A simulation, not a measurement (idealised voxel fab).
voxel transistor to metal: a process module
This is section cut - it's 185 nm across, gridded in 5 nm square cells.
Square cells in a grid make up a cross-section in this document, and the grid is given as bands, listed from the top down, each one or more rows of cells. In this notation a band is specified by the heights of its top and bottom, in that order and in nm, after which its materials appear from left to right, each paired with its width in nm. The word "everywhere" attached to a single material means that material fills the band from edge to edge; the word "blank" stands for empty space. Measure heights from 0. That's the level where, below it, the as-received wafer is all one material. The lowest band is bottomless and extends downward; write it as in "0 nm and below". It should be noted that a width expressed as "30..40" varies in equal increments from row to row of cells within the band, taking the value of the first number at the top row and that of the second number at the bottom row. "identical to before" means the step left every cell of the cross-section as it was. The entry titled "Enclosed cavity list" provides the empty spaces that have no open way to the top, restricted to those of 8 cells or more. Each is presented as width x height at distance, the distance being measured from the left edge, with all three in nm. Step line, after settings: the simulator's comment on this step. overlay nm: how far to the right of its planned place the mask lay on this masked step (negative: to the left). Pairs, read this way: before one process step on the one hand, after it on the other, the after cross-section ending at the lowest band that changed; the step between, settings included, beneath. Same starting wafer throughout, but possibly different runs of this module, so no pair continues from the pair above unless its entry headed "Geometry before processing" says so.
### Geometry before processing
- 0 nm and below | Si everywhere
- Enclosed cavity list: none
### Sectional Result
- 5 nm to 0 nm | SiO2 everywhere
- Below 0 it's all the same as before, nothing changed down there.
- Enclosed cavity list: none
Which operation lies between the before and after views above? CONFORMAL_DEP, material SiO2, thk nm 5
Geometry before processing: carried over from the after image of the pair right above.
### Sectional Result
- 15 nm to 5 nm | SiN everywhere
- Below 5 it's all the same as before, nothing changed down there.
- Enclosed cavity list: none
Which operation lies between the before and after views above? CONFORMAL_DEP, material SiN, thk nm 10
Geometry before processing: carried over from the after image of the pair right above.
### Sectional Result
- 30 nm to 15 nm | aC everywhere
- Below 15 it's all the same as before, nothing changed down there.
- Enclosed cavity list: none
Which operation lies between the before and after views above? DIRECTIONAL_DEP, material aC, thk nm 15
Geometry before processing: carried over from the after image of the pair right above.
### Sectional Result
- 60 nm to 30 nm | 40 blank; 100 resist; 45 blank
- Below 30 it's all the same as before, nothing changed down there.
- Enclosed cavity list: none
Which operation lies between the before and after views above? PATTERN, tone cover, mask id ACTIVE, material resist, width nm 100, thk nm 30, overlay nm 0
Geometry before processing: carried over from the after image of the pair right above.
### Sectional Result
- 45 nm to 30 nm | 40 blank; 100 resist; 45 blank
- 30 nm to 15 nm | 40 blank; 100 aC; 45 blank
- Below 15 it's all the same as before, nothing changed down there.
- Enclosed cavity list: none
Which operation lies between the before and after views above? DIRECTIONAL_ETCH, etch materials aC, depth nm 15
Geometry before processing: carried over from the after image of the pair right above.
### Sectional Result
- 30 nm to 15 nm | 40 blank; 100 aC; 45 blank
- Below 15 it's all the same as before, nothing changed down there.
- Enclosed cavity list: none
Which operation lies between the before and after views above? STRIP, etch materials resist
Geometry before processing: carried over from the after image of the pair right above.
### Sectional Result
- 30 nm to 15 nm | 40 blank; 100 aC; 45 blank
- 15 nm to 5 nm | 40 blank; 100 SiN; 45 blank
- Below 5 it's all the same as before, nothing changed down there.
- Enclosed cavity list: none
Which operation lies between the before and after views above? DIRECTIONAL_ETCH, etch materials SiN, depth nm 10
Geometry before processing: carried over from the after image of the pair right above.
### Sectional Result
- 30 nm to 15 nm | 40 blank; 100 aC; 45 blank
- 15 nm to 5 nm | 40 blank; 100 SiN; 45 blank
- 5 nm to 0 nm | 40 blank; 100 SiO2; 45 blank
- Below 0 it's all the same as before, nothing changed down there.
- Enclosed cavity list: none
Which operation lies between the before and after views above? DIRECTIONAL_ETCH, etch materials SiO2, depth nm 5
Geometry before processing: carried over from the after image of the pair right above.
### Sectional Result
- 30 nm to 15 nm | 40 blank; 100 aC; 45 blank
- 15 nm to 5 nm | 40 blank; 100 SiN; 45 blank
- 5 nm to 0 nm | 40 blank; 100 SiO2; 45 blank
- 0 nm to -30 nm | 40 blank; 100 Si; 45 blank
- Below -30 it's all the same as before, nothing changed down there.
- Enclosed cavity list: none
Which operation lies between the before and after views above? DIRECTIONAL_ETCH, etch materials Si, depth nm 30
Geometry before processing: carried over from the after image of the pair right above.
### Sectional Result
- 15 nm to 5 nm | 40 blank; 100 SiN; 45 blank
- Below 5 it's all the same as before, nothing changed down there.
- Enclosed cavity list: none
Which operation lies between the before and after views above? STRIP, etch materials aC
Geometry before processing: carried over from the after image of the pair right above.
### Sectional Result
- 30 nm to 15 nm | SiO2 everywhere
- 15 nm to 5 nm | 40 SiO2; 100 SiN; 45 SiO2
- 5 nm to 0 nm | SiO2 everywhere
- 0 nm to -30 nm | 40 SiO2; 100 Si; 45 SiO2
- Below -30 it's all the same as before, nothing changed down there.
- Enclosed cavity list: none
Which operation lies between the before and after views above? FILL_DEP, material SiO2, thk nm 15
Geometry before processing: carried over from the after image of the pair right above.
### Sectional Result
- 15 nm to 5 nm | 40 SiO2; 100 SiN; 45 SiO2
- Below 5 it's all the same as before, nothing changed down there.
- Enclosed cavity list: none
Which operation lies between the before and after views above? CMP, height nm 15
Geometry before processing: carried over from the after image of the pair right above.
### Sectional Result
- 15 nm to 5 nm | 40 blank; 100 SiN; 45 blank
- Below 5 it's all the same as before, nothing changed down there.
- Enclosed cavity list: none
Which operation lies between the before and after views above? SELECTIVE_ETCH, etch materials SiO2, depth nm 10
Geometry before processing: carried over from the after image of the pair right above.
### Sectional Result
- 5 nm to 0 nm | SiO2 everywhere
- Below 0 it's all the same as before, nothing changed down there.
- Enclosed cavity list: none
Which operation lies between the before and after views above? STRIP, etch materials SiN
Geometry before processing: carried over from the after image of the pair right above.
### Sectional Result
- 0 nm to -30 nm | 40 SiO2; 100 Si; 45 SiO2
- Below -30 it's all the same as before, nothing changed down there.
- Enclosed cavity list: none
Which operation lies between the before and after views above? SELECTIVE_ETCH, etch materials SiO2, depth nm 5
Geometry before processing: carried over from the after image of the pair right above.
### Sectional Result
- 0 nm to -5 nm | SiO2 everywhere
- Below -5 it's all the same as before, nothing changed down there.
- Enclosed cavity list: none
Which operation lies between the before and after views above? OXIDIZE, depth nm 5
Geometry before processing: carried over from the after image of the pair right above.
### Sectional Result
- 25 nm to 0 nm | polySi everywhere
- Below 0 it's all the same as before, nothing changed down there.
- Enclosed cavity list: none
Which operation lies between the before and after views above? DIRECTIONAL_DEP, material polySi, thk nm 25
Geometry before processing: carried over from the after image of the pair right above.
### Sectional Result
- 35 nm to 25 nm | SiCN everywhere
- Below 25 it's all the same as before, nothing changed down there.
- Enclosed cavity list: none
Which operation lies between the before and after views above? DIRECTIONAL_DEP, material SiCN, thk nm 10
Geometry before processing: carried over from the after image of the pair right above.
### Sectional Result
- 50 nm to 35 nm | aC everywhere
- Below 35 it's all the same as before, nothing changed down there.
- Enclosed cavity list: none
Which operation lies between the before and after views above? DIRECTIONAL_DEP, material aC, thk nm 15
Geometry before processing: carried over from the after image of the pair right above.
### Sectional Result
- 85 nm to 50 nm | 80 blank; 20 resist; 85 blank
- Below 50 it's all the same as before, nothing changed down there.
- Enclosed cavity list: none
Which operation lies between the before and after views above? PATTERN, tone cover, mask id GATE, material resist, width nm 20, thk nm 35, overlay nm 0
Geometry before processing: carried over from the after image of the pair right above.
### Sectional Result
- 70 nm to 50 nm | 80 blank; 20 resist; 85 blank
- 50 nm to 35 nm | 80 blank; 20 aC; 85 blank
- Below 35 it's all the same as before, nothing changed down there.
- Enclosed cavity list: none
Which operation lies between the before and after views above? DIRECTIONAL_ETCH, etch materials aC, depth nm 15
Geometry before processing: carried over from the after image of the pair right above.
### Sectional Result
- 50 nm to 35 nm | 80 blank; 20 aC; 85 blank
- Below 35 it's all the same as before, nothing changed down there.
- Enclosed cavity list: none
Which operation lies between the before and after views above? STRIP, etch materials resist
Geometry before processing: carried over from the after image of the pair right above.
### Sectional Result
- 50 nm to 35 nm | 80 blank; 20 aC; 85 blank
- 35 nm to 25 nm | 80 blank; 20 SiCN; 85 blank
- Below 25 it's all the same as before, nothing changed down there.
- Enclosed cavity list: none
Which operation lies between the before and after views above? DIRECTIONAL_ETCH, etch materials SiCN, depth nm 20
Geometry before processing: carried over from the after image of the pair right above.
### Sectional Result
- 50 nm to 35 nm | 80 blank; 20 aC; 85 blank
- 35 nm to 25 nm | 80 blank; 20 SiCN; 85 blank
- 25 nm to 0 nm | 80 blank; 20 polySi; 85 blank
- Below 0 it's all the same as before, nothing changed down there.
- Enclosed cavity list: none
Which operation lies between the before and after views above? DIRECTIONAL_ETCH, etch materials polySi, depth nm 35
Geometry before processing: carried over from the after image of the pair right above.
### Sectional Result
- 35 nm to 25 nm | 80 blank; 20 SiCN; 85 blank
- Below 25 it's all the same as before, nothing changed down there.
- Enclosed cavity list: none
Which operation lies between the before and after views above? STRIP, etch materials aC
Geometry before processing: carried over from the after image of the pair right above.
### Sectional Result
- 45 nm to 35 nm | 70 blank; 40 SiN; 75 blank
- 35 nm to 25 nm | 70 blank; 10 SiN; 20 SiCN; 10 SiN; 75 blank
- 25 nm to 10 nm | 70 blank; 10 SiN; 20 polySi; 10 SiN; 75 blank
- 10 nm to 0 nm | 80 SiN; 20 polySi; 85 SiN
- Below 0 it's all the same as before, nothing changed down there.
- Enclosed cavity list: none
Which operation lies between the before and after views above? CONFORMAL_DEP, material SiN, thk nm 10
Geometry before processing: carried over from the after image of the pair right above.
### Sectional Result
- 35 nm to 25 nm | 70 blank; 10 SiN; 20 SiCN; 10 SiN; 75 blank
- 25 nm to 0 nm | 70 blank; 10 SiN; 20 polySi; 10 SiN; 75 blank
- Below 0 it's all the same as before, nothing changed down there.
- Enclosed cavity list: none
Which operation lies between the before and after views above? DIRECTIONAL_ETCH, etch materials SiN, depth nm 10
Geometry before processing: carried over from the after image of the pair right above.
### Sectional Result
- 35 nm to 25 nm | 70 blank; 10 SiN; 20 SiCN; 10 SiN; 75 blank
- 25 nm to 0 nm | 70 blank; 10 SiN; 20 polySi; 10 SiN; 75 blank
- 0 nm to -5 nm | 70 blank; 40 SiO2; 75 blank
- Below -5 it's all the same as before, nothing changed down there.
- Enclosed cavity list: none
Which operation lies between the before and after views above? DIRECTIONAL_ETCH, etch materials SiO2, depth nm 5
Geometry before processing: carried over from the after image of the pair right above.
### Sectional Result
- 35 nm to 25 nm | 70 blank; 10 SiN; 20 SiCN; 10 SiN; 75 blank
- 25 nm to 0 nm | 70 blank; 10 SiN; 20 polySi; 10 SiN; 75 blank
- 0 nm to -5 nm | 70 blank; 40 SiO2; 75 blank
- -5 nm to -15 nm | 40 SiO2; 30 blank; 40 Si; 30 blank; 45 SiO2
- Below -15 it's all the same as before, nothing changed down there.
- Enclosed cavity list: none
Which operation lies between the before and after views above? DIRECTIONAL_ETCH, etch materials Si, depth nm 10
Geometry before processing: carried over from the after image of the pair right above.
### Sectional Result
- 35 nm to 25 nm | 70 blank; 10 SiN; 20 SiCN; 10 SiN; 75 blank
- 25 nm to 10 nm | 70 blank; 10 SiN; 20 polySi; 10 SiN; 75 blank
- 10 nm to 0 nm | 55 blank; 15 SiGe; 10 SiN; 20 polySi; 10 SiN; 15 SiGe; 60 blank
- 0 nm to -5 nm | 35 blank; 35 SiGe; 40 SiO2; 35 SiGe; 40 blank
- -5 nm to -15 nm | 40 SiO2; 30 SiGe; 40 Si; 30 SiGe; 45 SiO2
- Below -15 it's all the same as before, nothing changed down there.
- Enclosed cavity list: none
Which operation lies between the before and after views above? EPI, material SiGe, thk nm 15
Geometry before processing: carried over from the after image of the pair right above.
### Sectional Result
- 40 nm to 35 nm | SiO2 everywhere
- 35 nm to 25 nm | 70 SiO2; 10 SiN; 20 SiCN; 10 SiN; 75 SiO2
- 25 nm to 10 nm | 70 SiO2; 10 SiN; 20 polySi; 10 SiN; 75 SiO2
- 10 nm to 0 nm | 55 SiO2; 15 SiGe; 10 SiN; 20 polySi; 10 SiN; 15 SiGe; 60 SiO2
- 0 nm to -5 nm | 35 SiO2; 35 SiGe; 40 SiO2; 35 SiGe; 40 SiO2
- Below -5 it's all the same as before, nothing changed down there.
- Enclosed cavity list: none
Which operation lies between the before and after views above? FILL_DEP, material SiO2, thk nm 5
Geometry before processing: carried over from the after image of the pair right above.
### Sectional Result
- 35 nm to 25 nm | 70 SiO2; 10 SiN; 20 SiCN; 10 SiN; 75 SiO2
- Below 25 it's all the same as before, nothing changed down there.
- Enclosed cavity list: none
Which operation lies between the before and after views above? CMP, height nm 35
Geometry before processing: carried over from the after image of the pair right above.
### Sectional Result
- 45 nm to 35 nm | SiO2 everywhere
- Below 35 it's all the same as before, nothing changed down there.
- Enclosed cavity list: none
Which operation lies between the before and after views above? DIRECTIONAL_DEP, material SiO2, thk nm 10
Geometry before processing: carried over from the after image of the pair right above.
### Sectional Result
- 60 nm to 45 nm | 45 resist; 30 blank; 30 resist; 30 blank; 50 resist
- Below 45 it's all the same as before, nothing changed down there.
- Enclosed cavity list: none
Which operation lies between the before and after views above? PATTERN, tone open, mask id CONTACT, material resist, width nm 30, pitch nm 60, thk nm 15, overlay nm 0
Geometry before processing: carried over from the after image of the pair right above.
### Sectional Result
- 60 nm to 45 nm | 45 resist; 30 blank; 30 resist; 30 blank; 50 resist
- 45 nm to 35 nm | 45 SiO2; 30 blank; 30 SiO2; 30 blank; 50 SiO2
- 35 nm to 25 nm | 45 SiO2; 25 blank; 10 SiN; 20 SiCN; 10 SiN; 25 blank; 50 SiO2
- 25 nm to 10 nm | 45 SiO2; 25 blank; 10 SiN; 20 polySi; 10 SiN; 25 blank; 50 SiO2
- 10 nm to 0 nm | 45 SiO2; 10 blank; 15 SiGe; 10 SiN; 20 polySi; 10 SiN; 15 SiGe; 10 blank; 50 SiO2
- Below 0 it's all the same as before, nothing changed down there.
- Enclosed cavity list: none
Which operation lies between the before and after views above? DIRECTIONAL_ETCH, etch materials SiO2, depth nm 45
Geometry before processing: carried over from the after image of the pair right above.
### Sectional Result
- 45 nm to 35 nm | 45 SiO2; 30 blank; 30 SiO2; 30 blank; 50 SiO2
- Below 35 it's all the same as before, nothing changed down there.
- Enclosed cavity list: none
Which operation lies between the before and after views above? STRIP, etch materials resist
Geometry before processing: carried over from the after image of the pair right above.
### Sectional Result
- 50 nm to 45 nm | 50 TiN; 20 blank; 40 TiN; 20 blank; 55 TiN
- 45 nm to 35 nm | 45 SiO2; 5 TiN; 20..15 blank; 5..10 TiN; 30 SiO2; 5..10 TiN; 20..15 blank; 5 TiN; 50 SiO2
- 35 nm to 25 nm | 45 SiO2; 5 TiN; 15 blank; 5 TiN; 10 SiN; 20 SiCN; 10 SiN; 5 TiN; 15 blank; 5 TiN; 50 SiO2
- 25 nm to 15 nm | 45 SiO2; 5 TiN; 15 blank; 5 TiN; 10 SiN; 20 polySi; 10 SiN; 5 TiN; 15 blank; 5 TiN; 50 SiO2
- 15 nm to 10 nm | 45 SiO2; 25 TiN; 10 SiN; 20 polySi; 10 SiN; 25 TiN; 50 SiO2
- 10 nm to 0 nm | 45 SiO2; 10 TiN; 15 SiGe; 10 SiN; 20 polySi; 10 SiN; 15 SiGe; 10 TiN; 50 SiO2
- Below 0 it's all the same as before, nothing changed down there.
- Enclosed cavity list: none
Which operation lies between the before and after views above? CONFORMAL_DEP, material TiN, thk nm 5
Geometry before processing: carried over from the after image of the pair right above.
### Sectional Result
- 60 nm to 50 nm | W everywhere
- 50 nm to 45 nm | 50 TiN; 20 W; 40 TiN; 20 W; 55 TiN
- 45 nm to 35 nm | 45 SiO2; 5 TiN; 20..15 W; 5..10 TiN; 30 SiO2; 5..10 TiN; 20..15 W; 5 TiN; 50 SiO2
- 35 nm to 25 nm | 45 SiO2; 5 TiN; 15 W; 5 TiN; 10 SiN; 20 SiCN; 10 SiN; 5 TiN; 15 W; 5 TiN; 50 SiO2
- 25 nm to 15 nm | 45 SiO2; 5 TiN; 15 W; 5 TiN; 10 SiN; 20 polySi; 10 SiN; 5 TiN; 15 W; 5 TiN; 50 SiO2
- Below 15 it's all the same as before, nothing changed down there.
- Enclosed cavity list: none
Which operation lies between the before and after views above? FILL_DEP, material W, thk nm 10
Geometry before processing: carried over from the after image of the pair right above.
### Sectional Result
- 45 nm to 35 nm | 45 SiO2; 5 TiN; 20..15 W; 5..10 TiN; 30 SiO2; 5..10 TiN; 20..15 W; 5 TiN; 50 SiO2
- Below 35 it's all the same as before, nothing changed down there.
- Enclosed cavity list: none
Which operation lies between the before and after views above? CMP, height nm 45
Geometry before processing: carried over from the after image of the pair right above.
### Sectional Result
- 50 nm to 45 nm | SiN everywhere
- Below 45 it's all the same as before, nothing changed down there.
- Enclosed cavity list: none
Which operation lies between the before and after views above? CONFORMAL_DEP, material SiN, thk nm 5
Geometry before processing: carried over from the after image of the pair right above.
### Sectional Result
- 70 nm to 50 nm | SiO2 everywhere
- Below 50 it's all the same as before, nothing changed down there.
- Enclosed cavity list: none
Which operation lies between the before and after views above? DIRECTIONAL_DEP, material SiO2, thk nm 20
Geometry before processing: carried over from the after image of the pair right above.
### Sectional Result
- 70 nm to 50 nm | 45 SiO2; 15 blank; 60 SiO2; 15 blank; 50 SiO2
- Below 50 it's all the same as before, nothing changed down there.
- Enclosed cavity list: none
Which operation lies between the before and after views above? MASKED_ETCH, tone open, mask id METAL_1, width nm 15, pitch nm 75, etch materials SiO2, depth nm 20, overlay nm 0
Geometry before processing: carried over from the after image of the pair right above.
### Sectional Result
- 70 nm to 50 nm | 45 SiO2; 15 blank; 60 SiO2; 15 blank; 50 SiO2
- 50 nm to 45 nm | 45 SiN; 15 blank; 60 SiN; 15 blank; 50 SiN
- Below 45 it's all the same as before, nothing changed down there.
- Enclosed cavity list: none
Which operation lies between the before and after views above? MASKED_ETCH, tone open, mask id METAL_1, width nm 15, pitch nm 75, etch materials SiN, depth nm 5, overlay nm 0
Geometry before processing: carried over from the after image of the pair right above.
### Sectional Result
- 75 nm to 70 nm | 50 TiN; 5 blank; 70 TiN; 5 blank; 55 TiN
- 70 nm to 50 nm | 45 SiO2; 5 TiN; 5 blank; 5 TiN; 60 SiO2; 5 TiN; 5 blank; 5 TiN; 50 SiO2
- 50 nm to 45 nm | 45 SiN; 15 TiN; 60 SiN; 15 TiN; 50 SiN
- Below 45 it's all the same as before, nothing changed down there.
- Enclosed cavity list: none
Which operation lies between the before and after views above? CONFORMAL_DEP, material TiN, thk nm 5
Geometry before processing: carried over from the after image of the pair right above.
### Sectional Result
- 85 nm to 75 nm | Cu everywhere
- 75 nm to 70 nm | 50 TiN; 5 Cu; 70 TiN; 5 Cu; 55 TiN
- 70 nm to 50 nm | 45 SiO2; 5 TiN; 5 Cu; 5 TiN; 60 SiO2; 5 TiN; 5 Cu; 5 TiN; 50 SiO2
- Below 50 it's all the same as before, nothing changed down there.
- Enclosed cavity list: none
Which operation lies between the before and after views above? FILL_DEP, material Cu, thk nm 10
Geometry before processing: carried over from the after image of the pair right above.
### Sectional Result
- 70 nm to 50 nm | 45 SiO2; 5 TiN; 5 Cu; 5 TiN; 60 SiO2; 5 TiN; 5 Cu; 5 TiN; 50 SiO2
- Below 50 it's all the same as before, nothing changed down there.
- Enclosed cavity list: none
Which operation lies between the before and after views above? CMP, height nm 70
Geometry before processing: carried over from the after image of the pair right above.
### Sectional Result
- 75 nm to 70 nm | SiCN everywhere
- Below 70 it's all the same as before, nothing changed down there.
- Enclosed cavity list: none
Which operation lies between the before and after views above? CONFORMAL_DEP, material SiCN, thk nm 5
Geometry before processing: carried over from the after image of the pair right above.
### Sectional Result
- 100 nm to 75 nm | SiO2 everywhere
- Below 75 it's all the same as before, nothing changed down there.
- Enclosed cavity list: none
Which operation lies between the before and after views above? DIRECTIONAL_DEP, material SiO2, thk nm 25
Geometry before processing: carried over from the after image of the pair right above.
### Sectional Result
- 115 nm to 100 nm | 45 resist; 15 blank; 60 resist; 15 blank; 50 resist
- Below 100 it's all the same as before, nothing changed down there.
- Enclosed cavity list: none
Which operation lies between the before and after views above? PATTERN, tone open, mask id METAL_2, material resist, width nm 15, pitch nm 75, thk nm 15, overlay nm 0
Geometry before processing: carried over from the after image of the pair right above.
### Sectional Result
- 115 nm to 100 nm | 45 resist; 15 blank; 60 resist; 15 blank; 50 resist
- 100 nm to 85 nm | 45 SiO2; 15 blank; 60 SiO2; 15 blank; 50 SiO2
- Below 85 it's all the same as before, nothing changed down there.
- Enclosed cavity list: none
Which operation lies between the before and after views above? DIRECTIONAL_ETCH, etch materials SiO2, depth nm 15
Geometry before processing: carried over from the after image of the pair right above.
### Sectional Result
- 100 nm to 85 nm | 45 SiO2; 15 blank; 60 SiO2; 15 blank; 50 SiO2
- Below 85 it's all the same as before, nothing changed down there.
- Enclosed cavity list: none
Which operation lies between the before and after views above? STRIP, etch materials resist
Geometry before processing: carried over from the after image of the pair right above.
### Sectional Result
- 115 nm to 100 nm | 45 aC; 15 blank; 60 aC; 15 blank; 50 aC
- 100 nm to 85 nm | 45 SiO2; 15 aC; 60 SiO2; 15 aC; 50 SiO2
- Below 85 it's all the same as before, nothing changed down there.
- Enclosed cavity list: none
Which operation lies between the before and after views above? DIRECTIONAL_DEP, material aC, thk nm 15
Geometry before processing: carried over from the after image of the pair right above.
### Sectional Result
- 150 nm to 115 nm | 45 resist; 15 blank; 60 resist; 15 blank; 50 resist
- Below 115 it's all the same as before, nothing changed down there.
- Enclosed cavity list: none
Which operation lies between the before and after views above? PATTERN, tone open, mask id METAL_2_HOLES, material resist, width nm 15, pitch nm 75, thk nm 35, overlay nm 0
Geometry before processing: carried over from the after image of the pair right above.
### Sectional Result
- 135 nm to 115 nm | 45 resist; 15 blank; 60 resist; 15 blank; 50 resist
- 115 nm to 100 nm | 45 aC; 15 blank; 60 aC; 15 blank; 50 aC
- 100 nm to 85 nm | 45 SiO2; 15 blank; 60 SiO2; 15 blank; 50 SiO2
- Below 85 it's all the same as before, nothing changed down there.
- Enclosed cavity list: none
Which operation lies between the before and after views above? DIRECTIONAL_ETCH, etch materials aC, depth nm 15
Geometry before processing: carried over from the after image of the pair right above.
### Sectional Result
- 115 nm to 100 nm | 45 aC; 15 blank; 60 aC; 15 blank; 50 aC
- Below 100 it's all the same as before, nothing changed down there.
- Enclosed cavity list: none
Which operation lies between the before and after views above? STRIP, etch materials resist
Geometry before processing: carried over from the after image of the pair right above.
### Sectional Result
- 115 nm to 100 nm | 45 aC; 15 blank; 60 aC; 15 blank; 50 aC
- 100 nm to 75 nm | 45 SiO2; 15 blank; 60 SiO2; 15 blank; 50 SiO2
- Below 75 it's all the same as before, nothing changed down there.
- Enclosed cavity list: none
Which operation lies between the before and after views above? DIRECTIONAL_ETCH, etch materials SiO2, depth nm 10
Geometry before processing: carried over from the after image of the pair right above.
### Sectional Result
- 115 nm to 100 nm | 45 aC; 15 blank; 60 aC; 15 blank; 50 aC
- 100 nm to 75 nm | 45 SiO2; 15 blank; 60 SiO2; 15 blank; 50 SiO2
- 75 nm to 70 nm | 45 SiCN; 15 blank; 60 SiCN; 15 blank; 50 SiCN
- Below 70 it's all the same as before, nothing changed down there.
- Enclosed cavity list: none
Which operation lies between the before and after views above? DIRECTIONAL_ETCH, etch materials SiCN, depth nm 5
Geometry before processing: carried over from the after image of the pair right above.
### Sectional Result
- 100 nm to 75 nm | 45 SiO2; 15 blank; 60 SiO2; 15 blank; 50 SiO2
- Below 75 it's all the same as before, nothing changed down there.
- Enclosed cavity list: none
Which operation lies between the before and after views above? STRIP, etch materials aC
Geometry before processing: carried over from the after image of the pair right above.
### Sectional Result
- 105 nm to 100 nm | 50 TiN; 5 blank; 70 TiN; 5 blank; 55 TiN
- 100 nm to 75 nm | 45 SiO2; 5 TiN; 5 blank; 5 TiN; 60 SiO2; 5 TiN; 5 blank; 5 TiN; 50 SiO2
- 75 nm to 70 nm | 45 SiCN; 15 TiN; 60 SiCN; 15 TiN; 50 SiCN
- Below 70 it's all the same as before, nothing changed down there.
- Enclosed cavity list: none
Which operation lies between the before and after views above? CONFORMAL_DEP, material TiN, thk nm 5
Geometry before processing: carried over from the after image of the pair right above.
### Sectional Result
- 115 nm to 105 nm | Cu everywhere
- 105 nm to 100 nm | 50 TiN; 5 Cu; 70 TiN; 5 Cu; 55 TiN
- 100 nm to 75 nm | 45 SiO2; 5 TiN; 5 Cu; 5 TiN; 60 SiO2; 5 TiN; 5 Cu; 5 TiN; 50 SiO2
- Below 75 it's all the same as before, nothing changed down there.
- Enclosed cavity list: none
Which operation lies between the before and after views above? FILL_DEP, material Cu, thk nm 10
Geometry before processing: carried over from the after image of the pair right above.
### Sectional Result
- 100 nm to 75 nm | 45 SiO2; 5 TiN; 5 Cu; 5 TiN; 60 SiO2; 5 TiN; 5 Cu; 5 TiN; 50 SiO2
- Below 75 it's all the same as before, nothing changed down there.
- Enclosed cavity list: none
Which operation lies between the before and after views above? CMP, height nm 100
Geometry before processing: carried over from the after image of the pair right above.
### Sectional Result
- 105 nm to 100 nm | SiN everywhere
- Below 100 it's all the same as before, nothing changed down there.
- Enclosed cavity list: none
Which operation lies between the before and after views above? CONFORMAL_DEP, material SiN, thk nm 5
### Geometry before processing
- 85 nm to 75 nm | Cu everywhere
- 75 nm to 70 nm | 50 TiN; 5 Cu; 70 TiN; 5 Cu; 55 TiN
- 70 nm to 50 nm | 45 SiO2; 5 TiN; 5 Cu; 5 TiN; 60 SiO2; 5 TiN; 5 Cu; 5 TiN; 50 SiO2
- 50 nm to 45 nm | 45 SiN; 15 TiN; 60 SiN; 15 TiN; 50 SiN
- 45 nm to 35 nm | 45 SiO2; 5 TiN; 20..15 W; 5..10 TiN; 30 SiO2; 5..10 TiN; 20..15 W; 5 TiN; 50 SiO2
- 35 nm to 25 nm | 45 SiO2; 5 TiN; 15 W; 5 TiN; 10 SiN; 20 SiCN; 10 SiN; 5 TiN; 15 W; 5 TiN; 50 SiO2
- 25 nm to 15 nm | 45 SiO2; 5 TiN; 15 W; 5 TiN; 10 SiN; 20 polySi; 10 SiN; 5 TiN; 15 W; 5 TiN; 50 SiO2
- 15 nm to 10 nm | 45 SiO2; 25 TiN; 10 SiN; 20 polySi; 10 SiN; 25 TiN; 50 SiO2
- 10 nm to 0 nm | 45 SiO2; 10 TiN; 15 SiGe; 10 SiN; 20 polySi; 10 SiN; 15 SiGe; 10 TiN; 50 SiO2
- 0 nm to -5 nm | 35 SiO2; 35 SiGe; 40 SiO2; 35 SiGe; 40 SiO2
- -5 nm to -15 nm | 40 SiO2; 30 SiGe; 40 Si; 30 SiGe; 45 SiO2
- -15 nm to -30 nm | 40 SiO2; 100 Si; 45 SiO2
- -30 nm and below | Si everywhere
- Enclosed cavity list: none
### Sectional Result
- 90 nm to 85 nm | SiCN everywhere
- Below 85 it's all the same as before, nothing changed down there.
- Enclosed cavity list: none
Which operation lies between the before and after views above? CONFORMAL_DEP, material SiCN, thk nm 5
Geometry before processing: carried over from the after image of the pair right above.
### Sectional Result
- 115 nm to 90 nm | SiO2 everywhere
- Below 90 it's all the same as before, nothing changed down there.
- Enclosed cavity list: none
Which operation lies between the before and after views above? DIRECTIONAL_DEP, material SiO2, thk nm 25
Geometry before processing: carried over from the after image of the pair right above.
### Sectional Result
- 130 nm to 115 nm | 45 resist; 15 blank; 60 resist; 15 blank; 50 resist
- Below 115 it's all the same as before, nothing changed down there.
- Enclosed cavity list: none
Which operation lies between the before and after views above? PATTERN, tone open, mask id METAL_2, material resist, width nm 15, pitch nm 75, thk nm 15, overlay nm 0
Geometry before processing: carried over from the after image of the pair right above.
### Sectional Result
- 130 nm to 115 nm | 45 resist; 15 blank; 60 resist; 15 blank; 50 resist
- 115 nm to 100 nm | 45 SiO2; 15 blank; 60 SiO2; 15 blank; 50 SiO2
- Below 100 it's all the same as before, nothing changed down there.
- Enclosed cavity list: none
Which operation lies between the before and after views above? DIRECTIONAL_ETCH, etch materials SiO2, depth nm 15
Geometry before processing: carried over from the after image of the pair right above.
### Sectional Result
- 115 nm to 100 nm | 45 SiO2; 15 blank; 60 SiO2; 15 blank; 50 SiO2
- Below 100 it's all the same as before, nothing changed down there.
- Enclosed cavity list: none
Which operation lies between the before and after views above? STRIP, etch materials resist
Geometry before processing: carried over from the after image of the pair right above.
### Sectional Result
- 130 nm to 115 nm | 45 aC; 15 blank; 60 aC; 15 blank; 50 aC
- 115 nm to 100 nm | 45 SiO2; 15 aC; 60 SiO2; 15 aC; 50 SiO2
- Below 100 it's all the same as before, nothing changed down there.
- Enclosed cavity list: none
Which operation lies between the before and after views above? DIRECTIONAL_DEP, material aC, thk nm 15
Geometry before processing: carried over from the after image of the pair right above.
### Sectional Result
- 165 nm to 130 nm | 45 resist; 15 blank; 60 resist; 15 blank; 50 resist
- Below 130 it's all the same as before, nothing changed down there.
- Enclosed cavity list: none
Which operation lies between the before and after views above? PATTERN, tone open, mask id METAL_2_HOLES, material resist, width nm 15, pitch nm 75, thk nm 35, overlay nm 0
Geometry before processing: carried over from the after image of the pair right above.
### Sectional Result
- 150 nm to 130 nm | 45 resist; 15 blank; 60 resist; 15 blank; 50 resist
- 130 nm to 115 nm | 45 aC; 15 blank; 60 aC; 15 blank; 50 aC
- 115 nm to 100 nm | 45 SiO2; 15 blank; 60 SiO2; 15 blank; 50 SiO2
- Below 100 it's all the same as before, nothing changed down there.
- Enclosed cavity list: none
Which operation lies between the before and after views above? DIRECTIONAL_ETCH, etch materials aC, depth nm 15
Geometry before processing: carried over from the after image of the pair right above.
### Sectional Result
- 130 nm to 115 nm | 45 aC; 15 blank; 60 aC; 15 blank; 50 aC
- Below 115 it's all the same as before, nothing changed down there.
- Enclosed cavity list: none
Which operation lies between the before and after views above? STRIP, etch materials resist
Geometry before processing: carried over from the after image of the pair right above.
### Sectional Result
- 130 nm to 115 nm | 45 aC; 15 blank; 60 aC; 15 blank; 50 aC
- 115 nm to 90 nm | 45 SiO2; 15 blank; 60 SiO2; 15 blank; 50 SiO2
- Below 90 it's all the same as before, nothing changed down there.
- Enclosed cavity list: none
Which operation lies between the before and after views above? DIRECTIONAL_ETCH, etch materials SiO2, depth nm 10
